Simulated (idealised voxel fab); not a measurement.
process module | voxel wiring stack
cross-section cut | 165 nm wide | cells 5 nm
A cross-section is a grid of square cells, given in bands from the top down. A band is one or more rows of cells.
Each band's line starts with the height of the band's top and of its bottom, in nm. Then come its materials from left to right, each with its width in nm. One material with "throughout" fills the band from edge to edge. "air" is empty space.
Height 0 is the level under which the wafer as received is all one material. The lowest band goes on downwards, as in "0 down".
A width such as "30 to 40" changes by the same amount from each row of cells to the next, from the band's top row to its bottom row.
"no change" after a step means that no cell of the cross-section changed.
closed voids: empty space of 8 cells or more with no open way to the top, each as width x height at its distance from the left edge, in nm
after a step's settings: what the simulator itself notes on the step
overlay nm, on a step with a mask: how far to the right of its planned place the mask lay; to the left if negative
plan
1 op RECEIVE | material Si
2 op CONFORMAL_DEP | material SiO2 | thk nm 15
3 op DIRECTIONAL_DEP | material TiN | thk nm 5
4 op DIRECTIONAL_DEP | material W | thk nm 20
5 op DIRECTIONAL_DEP | material aC | thk nm 10
6 op PATTERN | tone cover | mask id METAL_1 | material resist | width nm 30 | pitch nm 45 | thk nm 30 | overlay nm 0
7 op DIRECTIONAL_ETCH | etch materials aC | depth nm 10
8 op STRIP | etch materials resist
9 op DIRECTIONAL_ETCH | etch materials W | depth nm 20
10 op DIRECTIONAL_ETCH | etch materials TiN | depth nm 5
11 op STRIP | etch materials aC
12 op CONFORMAL_DEP | material SiN | thk nm 5
13 op FILL_DEP | material lowk | thk nm 5
14 op CMP | height nm 40
15 op CONFORMAL_DEP | material SiCN | thk nm 5
16 op DIRECTIONAL_DEP | material SiO2 | thk nm 20
17 op DIRECTIONAL_DEP | material aC | thk nm 10
18 op PATTERN | tone open | mask id PLUG_1 | material resist | width nm 15 | pitch nm 90 | thk nm 25 | overlay nm 0
19 op DIRECTIONAL_ETCH | etch materials aC | depth nm 10
20 op STRIP | etch materials resist
21 op DIRECTIONAL_ETCH | etch materials SiO2 | depth nm 20
22 op DIRECTIONAL_ETCH | etch materials SiCN | depth nm 5
23 op STRIP | etch materials aC
24 op EPI | material Ru | thk nm 10
25 op EPI | material Ru | thk nm 10
26 op EPI | material Ru | thk nm 5
27 op DIRECTIONAL_DEP | material TiN | thk nm 5
28 op DIRECTIONAL_DEP | material W | thk nm 25
29 op DIRECTIONAL_DEP | material aC | thk nm 10
30 op PATTERN | tone cover | mask id METAL_2 | material resist | width nm 30 | pitch nm 45 | thk nm 30 | overlay nm 0
31 op DIRECTIONAL_ETCH | etch materials aC | depth nm 10
32 op STRIP | etch materials resist
33 op DIRECTIONAL_ETCH | etch materials W | depth nm 25
34 op DIRECTIONAL_ETCH | etch materials TiN | depth nm 5
35 op STRIP | etch materials aC
36 op CONFORMAL_DEP | material SiN | thk nm 5
37 op FILL_DEP | material lowk | thk nm 5
38 op CMP | height nm 95
39 op CONFORMAL_DEP | material SiCN | thk nm 5
40 op DIRECTIONAL_DEP | material lowk | thk nm 10
41 op MASKED_ETCH | tone open | mask id PLUG_2 | width nm 15 | pitch nm 90 | etch materials lowk | depth nm 10 | overlay nm 0
42 op MASKED_ETCH | tone open | mask id PLUG_2 | width nm 15 | pitch nm 90 | etch materials SiCN | depth nm 5 | overlay nm 0
43 op EPI | material Ru | thk nm 10
44 op EPI | material Ru | thk nm 5
45 op DIRECTIONAL_DEP | material TiN | thk nm 5
46 op DIRECTIONAL_DEP | material W | thk nm 15
47 op MASKED_ETCH | tone cover | mask id METAL_3 | width nm 30 | pitch nm 45 | etch materials W | depth nm 15 | overlay nm 0
48 op MASKED_ETCH | tone cover | mask id METAL_3 | width nm 30 | pitch nm 45 | etch materials TiN | depth nm 5 | overlay nm 0
49 op FILL_DEP | material SiO2 | thk nm 10
50 op CMP | height nm 130
51 op CONFORMAL_DEP | material SiCN | thk nm 5
52 op DIRECTIONAL_DEP | material lowk | thk nm 10
53 op PATTERN | tone open | mask id PLUG_3 | material resist | width nm 15 | pitch nm 45 | thk nm 20 | overlay nm 0
54 op DIRECTIONAL_ETCH | etch materials lowk | depth nm 10
55 op DIRECTIONAL_ETCH | etch materials SiCN | depth nm 5
56 op STRIP | etch materials resist
57 op CONFORMAL_DEP | material TiN | thk nm 5
58 op FILL_DEP | material Cu | thk nm 5
59 op CMP | height nm 145
60 op DIRECTIONAL_DEP | material TiN | thk nm 5
61 op DIRECTIONAL_DEP | material W | thk nm 20
62 op MASKED_ETCH | tone cover | mask id METAL_4 | width nm 30 | pitch nm 45 | etch materials W | depth nm 20 | overlay nm 0
63 op MASKED_ETCH | tone cover | mask id METAL_4 | width nm 30 | pitch nm 45 | etch materials TiN | depth nm 5 | overlay nm 0
64 op CONFORMAL_DEP | material SiCN | thk nm 5
65 op FILL_DEP | material SiO2 | thk nm 10
66 op CMP | height nm 170
67 op CONFORMAL_DEP | material SiCN | thk nm 5
first wafer, as planned
as received, after step 1
  0 down: Si throughout
  closed voids: none
after step 2
  15 to 0: SiO2 throughout
  below 0: unchanged
after step 3
  20 to 15: TiN throughout
  below 15: unchanged
after step 4
  40 to 20: W throughout
  below 20: unchanged
after step 5
  50 to 40: aC throughout
  below 40: unchanged
after step 6
  80 to 50: air 20 | resist 30 | air 15 | resist 30 | air 15 | resist 30 | air 25
  below 50: unchanged
after step 7
  70 to 50: air 20 | resist 30 | air 15 | resist 30 | air 15 | resist 30 | air 25
  50 to 40: air 20 | aC 30 | air 15 | aC 30 | air 15 | aC 30 | air 25
  below 40: unchanged
after step 8
  50 to 40: air 20 | aC 30 | air 15 | aC 30 | air 15 | aC 30 | air 25
  below 40: unchanged
after step 9
  50 to 40: air 20 | aC 30 | air 15 | aC 30 | air 15 | aC 30 | air 25
  40 to 20: air 20 | W 30 | air 15 | W 30 | air 15 | W 30 | air 25
  below 20: unchanged
after step 10
  50 to 40: air 20 | aC 30 | air 15 | aC 30 | air 15 | aC 30 | air 25
  40 to 20: air 20 | W 30 | air 15 | W 30 | air 15 | W 30 | air 25
  20 to 15: air 20 | TiN 30 | air 15 | TiN 30 | air 15 | TiN 30 | air 25
  below 15: unchanged
after step 11
  40 to 20: air 20 | W 30 | air 15 | W 30 | air 15 | W 30 | air 25
  below 20: unchanged
after step 12
  45 to 40: air 15 | SiN 40 | air 5 | SiN 40 | air 5 | SiN 40 | air 20
  40 to 20: air 15 | SiN 5 | W 30 | SiN 5 | air 5 | SiN 5 | W 30 | SiN 5 | air 5 | SiN 5 | W 30 | SiN 5 | air 20
  20 to 15: SiN 20 | TiN 30 | SiN 15 | TiN 30 | SiN 15 | TiN 30 | SiN 25
  below 15: unchanged
after step 13
  50 to 45: lowk throughout
  45 to 40: lowk 15 | SiN 40 | lowk 5 | SiN 40 | lowk 5 | SiN 40 | lowk 20
  40 to 20: lowk 15 | SiN 5 | W 30 | SiN 5 | lowk 5 | SiN 5 | W 30 | SiN 5 | lowk 5 | SiN 5 | W 30 | SiN 5 | lowk 20
  below 20: unchanged
after step 14
  40 to 20: lowk 15 | SiN 5 | W 30 | SiN 5 | lowk 5 | SiN 5 | W 30 | SiN 5 | lowk 5 | SiN 5 | W 30 | SiN 5 | lowk 20
  below 20: unchanged
after step 15
  45 to 40: SiCN throughout
  below 40: unchanged
after step 16
  65 to 45: SiO2 throughout
  below 45: unchanged
after step 17
  75 to 65: aC throughout
  below 65: unchanged
after step 18
  100 to 75: resist 20 | air 15 | resist 75 | air 15 | resist 40
  below 75: unchanged
after step 19
  90 to 75: resist 20 | air 15 | resist 75 | air 15 | resist 40
  75 to 65: aC 20 | air 15 | aC 75 | air 15 | aC 40
  below 65: unchanged
after step 20
  75 to 65: aC 20 | air 15 | aC 75 | air 15 | aC 40
  below 65: unchanged
after step 21
  75 to 65: aC 20 | air 15 | aC 75 | air 15 | aC 40
  65 to 45: SiO2 20 | air 15 | SiO2 75 | air 15 | SiO2 40
  below 45: unchanged
after step 22
  75 to 65: aC 20 | air 15 | aC 75 | air 15 | aC 40
  65 to 45: SiO2 20 | air 15 | SiO2 75 | air 15 | SiO2 40
  45 to 40: SiCN 20 | air 15 | SiCN 75 | air 15 | SiCN 40
  below 40: unchanged
after step 23
  65 to 45: SiO2 20 | air 15 | SiO2 75 | air 15 | SiO2 40
  below 45: unchanged
after step 24
  65 to 50: SiO2 20 | air 15 | SiO2 75 | air 15 | SiO2 40
  50 to 45: SiO2 20 | Ru 15 | SiO2 75 | Ru 15 | SiO2 40
  45 to 40: SiCN 20 | Ru 15 | SiCN 75 | Ru 15 | SiCN 40
  below 40: unchanged
after step 25
  65 to 60: SiO2 20 | air 15 | SiO2 75 | air 15 | SiO2 40
  60 to 45: SiO2 20 | Ru 15 | SiO2 75 | Ru 15 | SiO2 40
  below 45: unchanged
after step 26
  65 to 45: SiO2 20 | Ru 15 | SiO2 75 | Ru 15 | SiO2 40
  below 45: unchanged
after step 27
  70 to 65: TiN throughout
  below 65: unchanged
after step 28
  95 to 70: W throughout
  below 70: unchanged
after step 29
  105 to 95: aC throughout
  below 95: unchanged
after step 30
  135 to 105: air 20 | resist 30 | air 15 | resist 30 | air 15 | resist 30 | air 25
  below 105: unchanged
after step 31
  125 to 105: air 20 | resist 30 | air 15 | resist 30 | air 15 | resist 30 | air 25
  105 to 95: air 20 | aC 30 | air 15 | aC 30 | air 15 | aC 30 | air 25
  below 95: unchanged
after step 32
  105 to 95: air 20 | aC 30 | air 15 | aC 30 | air 15 | aC 30 | air 25
  below 95: unchanged
after step 33
  105 to 95: air 20 | aC 30 | air 15 | aC 30 | air 15 | aC 30 | air 25
  95 to 70: air 20 | W 30 | air 15 | W 30 | air 15 | W 30 | air 25
  below 70: unchanged
after step 34
  105 to 95: air 20 | aC 30 | air 15 | aC 30 | air 15 | aC 30 | air 25
  95 to 70: air 20 | W 30 | air 15 | W 30 | air 15 | W 30 | air 25
  70 to 65: air 20 | TiN 30 | air 15 | TiN 30 | air 15 | TiN 30 | air 25
  below 65: unchanged
after step 35
  95 to 70: air 20 | W 30 | air 15 | W 30 | air 15 | W 30 | air 25
  below 70: unchanged
after step 36
  100 to 95: air 15 | SiN 40 | air 5 | SiN 40 | air 5 | SiN 40 | air 20
  95 to 70: air 15 | SiN 5 | W 30 | SiN 5 | air 5 | SiN 5 | W 30 | SiN 5 | air 5 | SiN 5 | W 30 | SiN 5 | air 20
  70 to 65: SiN 20 | TiN 30 | SiN 15 | TiN 30 | SiN 15 | TiN 30 | SiN 25
  below 65: unchanged
after step 37
  105 to 100: lowk throughout
  100 to 95: lowk 15 | SiN 40 | lowk 5 | SiN 40 | lowk 5 | SiN 40 | lowk 20
  95 to 70: lowk 15 | SiN 5 | W 30 | SiN 5 | lowk 5 | SiN 5 | W 30 | SiN 5 | lowk 5 | SiN 5 | W 30 | SiN 5 | lowk 20
  below 70: unchanged
after step 38
  95 to 70: lowk 15 | SiN 5 | W 30 | SiN 5 | lowk 5 | SiN 5 | W 30 | SiN 5 | lowk 5 | SiN 5 | W 30 | SiN 5 | lowk 20
  below 70: unchanged
after step 39
  100 to 95: SiCN throughout
  below 95: unchanged
after step 40
  110 to 100: lowk throughout
  below 100: unchanged
after step 41
  110 to 100: lowk 20 | air 15 | lowk 75 | air 15 | lowk 40
  below 100: unchanged
after step 42
  110 to 100: lowk 20 | air 15 | lowk 75 | air 15 | lowk 40
  100 to 95: SiCN 20 | air 15 | SiCN 75 | air 15 | SiCN 40
  below 95: unchanged
after step 43
  110 to 105: lowk 20 | air 15 | lowk 75 | air 15 | lowk 40
  105 to 100: lowk 20 | Ru 15 | lowk 75 | Ru 15 | lowk 40
  100 to 95: SiCN 20 | Ru 15 | SiCN 75 | Ru 15 | SiCN 40
  below 95: unchanged
after step 44
  110 to 100: lowk 20 | Ru 15 | lowk 75 | Ru 15 | lowk 40
  below 100: unchanged
after step 45
  115 to 110: TiN throughout
  below 110: unchanged
after step 46
  130 to 115: W throughout
  below 115: unchanged
after step 47
  130 to 115: air 20 | W 30 | air 15 | W 30 | air 15 | W 30 | air 25
  below 115: unchanged
after step 48
  130 to 115: air 20 | W 30 | air 15 | W 30 | air 15 | W 30 | air 25
  115 to 110: air 20 | TiN 30 | air 15 | TiN 30 | air 15 | TiN 30 | air 25
  below 110: unchanged
after step 49
  140 to 130: SiO2 throughout
  130 to 115: SiO2 20 | W 30 | SiO2 15 | W 30 | SiO2 15 | W 30 | SiO2 25
  115 to 110: SiO2 20 | TiN 30 | SiO2 15 | TiN 30 | SiO2 15 | TiN 30 | SiO2 25
  below 110: unchanged
after step 50
  130 to 115: SiO2 20 | W 30 | SiO2 15 | W 30 | SiO2 15 | W 30 | SiO2 25
  below 115: unchanged
after step 51
  135 to 130: SiCN throughout
  below 130: unchanged
after step 52
  145 to 135: lowk throughout
  below 135: unchanged
after step 53
  165 to 145: resist 20 | air 15 | resist 30 | air 15 | resist 30 | air 15 | resist 40
  below 145: unchanged
after step 54
  165 to 145: resist 20 | air 15 | resist 30 | air 15 | resist 30 | air 15 | resist 40
  145 to 135: lowk 20 | air 15 | lowk 30 | air 15 | lowk 30 | air 15 | lowk 40
  below 135: unchanged
after step 55
  165 to 145: resist 20 | air 15 | resist 30 | air 15 | resist 30 | air 15 | resist 40
  145 to 135: lowk 20 | air 15 | lowk 30 | air 15 | lowk 30 | air 15 | lowk 40
  135 to 130: SiCN 20 | air 15 | SiCN 30 | air 15 | SiCN 30 | air 15 | SiCN 40
  below 130: unchanged
after step 56
  145 to 135: lowk 20 | air 15 | lowk 30 | air 15 | lowk 30 | air 15 | lowk 40
  below 135: unchanged
after step 57
  150 to 145: TiN 25 | air 5 | TiN 40 | air 5 | TiN 40 | air 5 | TiN 45
  145 to 135: lowk 20 | TiN 5 | air 5 | TiN 5 | lowk 30 | TiN 5 | air 5 | TiN 5 | lowk 30 | TiN 5 | air 5 | TiN 5 | lowk 40
  135 to 130: SiCN 20 | TiN 15 | SiCN 30 | TiN 15 | SiCN 30 | TiN 15 | SiCN 40
  below 130: unchanged
after step 58
  155 to 150: Cu throughout
  150 to 145: TiN 25 | Cu 5 | TiN 40 | Cu 5 | TiN 40 | Cu 5 | TiN 45
  145 to 135: lowk 20 | TiN 5 | Cu 5 | TiN 5 | lowk 30 | TiN 5 | Cu 5 | TiN 5 | lowk 30 | TiN 5 | Cu 5 | TiN 5 | lowk 40
  below 135: unchanged
after step 59
  145 to 135: lowk 20 | TiN 5 | Cu 5 | TiN 5 | lowk 30 | TiN 5 | Cu 5 | TiN 5 | lowk 30 | TiN 5 | Cu 5 | TiN 5 | lowk 40
  below 135: unchanged
after step 60
  150 to 145: TiN throughout
  below 145: unchanged
after step 61
  170 to 150: W throughout
  below 150: unchanged
after step 62
  170 to 150: air 20 | W 30 | air 15 | W 30 | air 15 | W 30 | air 25
  below 150: unchanged
after step 63
  170 to 150: air 20 | W 30 | air 15 | W 30 | air 15 | W 30 | air 25
  150 to 145: air 20 | TiN 30 | air 15 | TiN 30 | air 15 | TiN 30 | air 25
  below 145: unchanged
after step 64
  175 to 170: air 15 | SiCN 40 | air 5 | SiCN 40 | air 5 | SiCN 40 | air 20
  170 to 150: air 15 | SiCN 5 | W 30 | SiCN 5 | air 5 | SiCN 5 | W 30 | SiCN 5 | air 5 | SiCN 5 | W 30 | SiCN 5 | air 20
  150 to 145: SiCN 20 | TiN 30 | SiCN 15 | TiN 30 | SiCN 15 | TiN 30 | SiCN 25
  below 145: unchanged
after step 65
  185 to 175: SiO2 throughout
  175 to 170: SiO2 15 | SiCN 40 | SiO2 5 | SiCN 40 | SiO2 5 | SiCN 40 | SiO2 20
  170 to 150: SiO2 15 | SiCN 5 | W 30 | SiCN 5 | SiO2 5 | SiCN 5 | W 30 | SiCN 5 | SiO2 5 | SiCN 5 | W 30 | SiCN 5 | SiO2 20
  below 150: unchanged
after step 66
  170 to 150: SiO2 15 | SiCN 5 | W 30 | SiCN 5 | SiO2 5 | SiCN 5 | W 30 | SiCN 5 | SiO2 5 | SiCN 5 | W 30 | SiCN 5 | SiO2 20
  below 150: unchanged
after step 67
  175 to 170: SiCN throughout
  below 170: unchanged
second wafer: like start, like plan, one mistake. Through step 15 it matches the first wafer
when step 16 should have ended
  75 to 45: SiO2 throughout
  below 45: unchanged
when step 17 should have ended
  85 to 75: aC throughout
  below 75: unchanged
when step 18 should have ended
  110 to 85: resist 20 | air 15 | resist 75 | air 15 | resist 40
  below 85: unchanged
when step 19 should have ended
  100 to 85: resist 20 | air 15 | resist 75 | air 15 | resist 40
  85 to 75: aC 20 | air 15 | aC 75 | air 15 | aC 40
  below 75: unchanged
when step 20 should have ended
  85 to 75: aC 20 | air 15 | aC 75 | air 15 | aC 40
  below 75: unchanged
when step 21 should have ended
  85 to 75: aC 20 | air 15 | aC 75 | air 15 | aC 40
  75 to 55: SiO2 20 | air 15 | SiO2 75 | air 15 | SiO2 40
  below 55: unchanged
when step 22 should have ended: no change
when step 23 should have ended
  75 to 55: SiO2 20 | air 15 | SiO2 75 | air 15 | SiO2 40
  below 55: unchanged
when step 24 should have ended: no change
when step 25 should have ended: no change
when step 26 should have ended: no change
when step 27 should have ended
  80 to 75: TiN 20 | air 15 | TiN 75 | air 15 | TiN 40
  75 to 60: SiO2 20 | air 15 | SiO2 75 | air 15 | SiO2 40
  60 to 55: SiO2 20 | TiN 15 | SiO2 75 | TiN 15 | SiO2 40
  below 55: unchanged
when step 28 should have ended
  105 to 85: W 20 | air 15 | W 75 | air 15 | W 40
  85 to 80: W throughout
  80 to 75: TiN 20 | W 15 | TiN 75 | W 15 | TiN 40
  75 to 60: SiO2 20 | W 15 | SiO2 75 | W 15 | SiO2 40
  below 60: unchanged
when step 29 should have ended
  115 to 105: aC 20 | air 15 | aC 75 | air 15 | aC 40
  105 to 95: W 20 | air 15 | W 75 | air 15 | W 40
  95 to 85: W 20 | aC 15 | W 75 | aC 15 | W 40
  below 85: unchanged
when step 30 should have ended
  145 to 115: air 20 | resist 30 | air 15 | resist 30 | air 15 | resist 30 | air 25
  115 to 105: aC 20 | resist 15 | aC 75 | resist 15 | aC 40
  105 to 95: W 20 | resist 15 | W 75 | resist 15 | W 40
  below 95: unchanged
when step 31 should have ended
  135 to 115: air 20 | resist 30 | air 15 | resist 30 | air 15 | resist 30 | air 25
  115 to 105: air 20 | resist 15 | aC 15 | air 15 | aC 30 | air 15 | resist 15 | aC 15 | air 25
  below 105: unchanged
when step 32 should have ended
  115 to 105: air 35 | aC 15 | air 15 | aC 30 | air 30 | aC 15 | air 25
  105 to 95: W 20 | air 15 | W 75 | air 15 | W 40
  below 95: unchanged
when step 33 should have ended
  115 to 105: air 35 | aC 15 | air 15 | aC 30 | air 30 | aC 15 | air 25
  105 to 95: air 35 | W 15 | air 15 | W 30 | air 30 | W 15 | air 25
  95 to 85: air 20 | aC 15 | W 15 | air 15 | W 30 | air 15 | aC 15 | W 15 | air 25
  85 to 80: air 20 | W 30 | air 15 | W 30 | air 15 | W 30 | air 25
  below 80: unchanged
when step 34 should have ended
  115 to 105: air 35 | aC 15 | air 15 | aC 30 | air 30 | aC 15 | air 25
  105 to 95: air 35 | W 15 | air 15 | W 30 | air 30 | W 15 | air 25
  95 to 85: air 20 | aC 15 | W 15 | air 15 | W 30 | air 15 | aC 15 | W 15 | air 25
  85 to 80: air 20 | W 30 | air 15 | W 30 | air 15 | W 30 | air 25
  80 to 75: air 20 | W 15 | TiN 15 | air 15 | TiN 30 | air 15 | W 15 | TiN 15 | air 25
  below 75: unchanged
when step 35 should have ended
  105 to 85: air 35 | W 15 | air 15 | W 30 | air 30 | W 15 | air 25
  below 85: unchanged
when step 36 should have ended
  110 to 105: air 30 | SiN 25 | air 5 | SiN 40 | air 20 | SiN 25 | air 20
  105 to 90: air 30 | SiN 5 | W 15 | SiN 5 | air 5 | SiN 5 | W 30 | SiN 5 | air 20 | SiN 5 | W 15 | SiN 5 | air 20
  90 to 80: air 15 | SiN 20 to 5 | W 15 to 30 | SiN 5 | air 5 | SiN 5 | W 30 | SiN 5 | air 5 | SiN 20 to 5 | W 15 to 30 | SiN 5 | air 20
  80 to 75: SiN 20 | W 15 | TiN 15 | SiN 15 | TiN 30 | SiN 15 | W 15 | TiN 15 | SiN 25
  below 75: unchanged
when step 37 should have ended
  115 to 110: lowk throughout
  110 to 105: lowk 30 | SiN 25 | lowk 5 | SiN 40 | lowk 20 | SiN 25 | lowk 20
  105 to 90: lowk 30 | SiN 5 | W 15 | SiN 5 | lowk 5 | SiN 5 | W 30 | SiN 5 | lowk 20 | SiN 5 | W 15 | SiN 5 | lowk 20
  90 to 80: lowk 15 | SiN 20 to 5 | W 15 to 30 | SiN 5 | lowk 5 | SiN 5 | W 30 | SiN 5 | lowk 5 | SiN 20 to 5 | W 15 to 30 | SiN 5 | lowk 20
  below 80: unchanged
when step 38 should have ended
  95 to 85: lowk 30 to 15 | SiN 5 to 20 | W 15 | SiN 5 | lowk 5 | SiN 5 | W 30 | SiN 5 | lowk 20 to 5 | SiN 5 to 20 | W 15 | SiN 5 | lowk 20
  below 85: unchanged
when step 39 should have ended
  100 to 95: SiCN throughout
  below 95: unchanged
when step 40 should have ended
  110 to 100: lowk throughout
  below 100: unchanged
when step 41 should have ended
  110 to 100: lowk 20 | air 15 | lowk 75 | air 15 | lowk 40
  below 100: unchanged
when step 42 should have ended
  110 to 100: lowk 20 | air 15 | lowk 75 | air 15 | lowk 40
  100 to 95: SiCN 20 | air 15 | SiCN 75 | air 15 | SiCN 40
  below 95: unchanged
when step 43 should have ended: no change
when step 44 should have ended: no change
when step 45 should have ended
  115 to 110: TiN 20 | air 15 | TiN 75 | air 15 | TiN 40
  110 to 100: lowk 20 | air 15 | lowk 75 | air 15 | lowk 40
  100 to 95: SiCN 20 | TiN 15 | SiCN 75 | TiN 15 | SiCN 40
  below 95: unchanged
when step 46 should have ended
  130 to 115: W 20 | air 15 | W 75 | air 15 | W 40
  115 to 110: TiN 20 | W 15 | TiN 75 | W 15 | TiN 40
  110 to 100: lowk 20 | W 15 | lowk 75 | W 15 | lowk 40
  below 100: unchanged
when step 47 should have ended
  130 to 115: air 35 | W 15 | air 15 | W 30 | air 30 | W 15 | air 25
  below 115: unchanged
when step 48 should have ended
  130 to 115: air 35 | W 15 | air 15 | W 30 | air 30 | W 15 | air 25
  115 to 110: air 20 | W 15 | TiN 15 | air 15 | TiN 30 | air 15 | W 15 | TiN 15 | air 25
  below 110: unchanged
when step 49 should have ended
  140 to 130: SiO2 throughout
  130 to 115: SiO2 35 | W 15 | SiO2 15 | W 30 | SiO2 30 | W 15 | SiO2 25
  115 to 110: SiO2 20 | W 15 | TiN 15 | SiO2 15 | TiN 30 | SiO2 15 | W 15 | TiN 15 | SiO2 25
  below 110: unchanged
when step 50 should have ended
  130 to 115: SiO2 35 | W 15 | SiO2 15 | W 30 | SiO2 30 | W 15 | SiO2 25
  below 115: unchanged
when step 51 should have ended
  135 to 130: SiCN throughout
  below 130: unchanged
when step 52 should have ended
  145 to 135: lowk throughout
  below 135: unchanged
when step 53 should have ended
  165 to 145: resist 20 | air 15 | resist 30 | air 15 | resist 30 | air 15 | resist 40
  below 145: unchanged
when step 54 should have ended
  165 to 145: resist 20 | air 15 | resist 30 | air 15 | resist 30 | air 15 | resist 40
  145 to 135: lowk 20 | air 15 | lowk 30 | air 15 | lowk 30 | air 15 | lowk 40
  below 135: unchanged
when step 55 should have ended
  165 to 145: resist 20 | air 15 | resist 30 | air 15 | resist 30 | air 15 | resist 40
  145 to 135: lowk 20 | air 15 | lowk 30 | air 15 | lowk 30 | air 15 | lowk 40
  135 to 130: SiCN 20 | air 15 | SiCN 30 | air 15 | SiCN 30 | air 15 | SiCN 40
  below 130: unchanged
when step 56 should have ended
  145 to 135: lowk 20 | air 15 | lowk 30 | air 15 | lowk 30 | air 15 | lowk 40
  below 135: unchanged
when step 57 should have ended
  150 to 145: TiN 25 | air 5 | TiN 40 | air 5 | TiN 40 | air 5 | TiN 45
  145 to 135: lowk 20 | TiN 5 | air 5 | TiN 5 | lowk 30 | TiN 5 | air 5 | TiN 5 | lowk 30 | TiN 5 | air 5 | TiN 5 | lowk 40
  135 to 130: SiCN 20 | TiN 15 | SiCN 30 | TiN 15 | SiCN 30 | TiN 15 | SiCN 40
  below 130: unchanged
when step 58 should have ended
  155 to 150: Cu throughout
  150 to 145: TiN 25 | Cu 5 | TiN 40 | Cu 5 | TiN 40 | Cu 5 | TiN 45
  145 to 135: lowk 20 | TiN 5 | Cu 5 | TiN 5 | lowk 30 | TiN 5 | Cu 5 | TiN 5 | lowk 30 | TiN 5 | Cu 5 | TiN 5 | lowk 40
  below 135: unchanged
when step 59 should have ended
  145 to 135: lowk 20 | TiN 5 | Cu 5 | TiN 5 | lowk 30 | TiN 5 | Cu 5 | TiN 5 | lowk 30 | TiN 5 | Cu 5 | TiN 5 | lowk 40
  below 135: unchanged
when step 60 should have ended
  150 to 145: TiN throughout
  below 145: unchanged
when step 61 should have ended
  170 to 150: W throughout
  below 150: unchanged
when step 62 should have ended
  170 to 150: air 20 | W 30 | air 15 | W 30 | air 15 | W 30 | air 25
  below 150: unchanged
when step 63 should have ended
  170 to 150: air 20 | W 30 | air 15 | W 30 | air 15 | W 30 | air 25
  150 to 145: air 20 | TiN 30 | air 15 | TiN 30 | air 15 | TiN 30 | air 25
  below 145: unchanged
when step 64 should have ended
  175 to 170: air 15 | SiCN 40 | air 5 | SiCN 40 | air 5 | SiCN 40 | air 20
  170 to 150: air 15 | SiCN 5 | W 30 | SiCN 5 | air 5 | SiCN 5 | W 30 | SiCN 5 | air 5 | SiCN 5 | W 30 | SiCN 5 | air 20
  150 to 145: SiCN 20 | TiN 30 | SiCN 15 | TiN 30 | SiCN 15 | TiN 30 | SiCN 25
  below 145: unchanged
when step 65 should have ended
  185 to 175: SiO2 throughout
  175 to 170: SiO2 15 | SiCN 40 | SiO2 5 | SiCN 40 | SiO2 5 | SiCN 40 | SiO2 20
  170 to 150: SiO2 15 | SiCN 5 | W 30 | SiCN 5 | SiO2 5 | SiCN 5 | W 30 | SiCN 5 | SiO2 5 | SiCN 5 | W 30 | SiCN 5 | SiO2 20
  below 150: unchanged
when step 66 should have ended
  170 to 150: SiO2 15 | SiCN 5 | W 30 | SiCN 5 | SiO2 5 | SiCN 5 | W 30 | SiCN 5 | SiO2 5 | SiCN 5 | W 30 | SiCN 5 | SiO2 20
  below 150: unchanged
when step 67 should have ended
  175 to 170: SiCN throughout
  below 170: unchanged
what went wrong: step 16 ran as: op DIRECTIONAL_DEP | material SiO2 | thk nm 30
at the end the second wafer has, in cells: 48 fewer of Ru | 6 more of SiCN | 6 fewer of SiN | 84 more of SiO2 | 24 fewer of W | 12 fewer of lowk
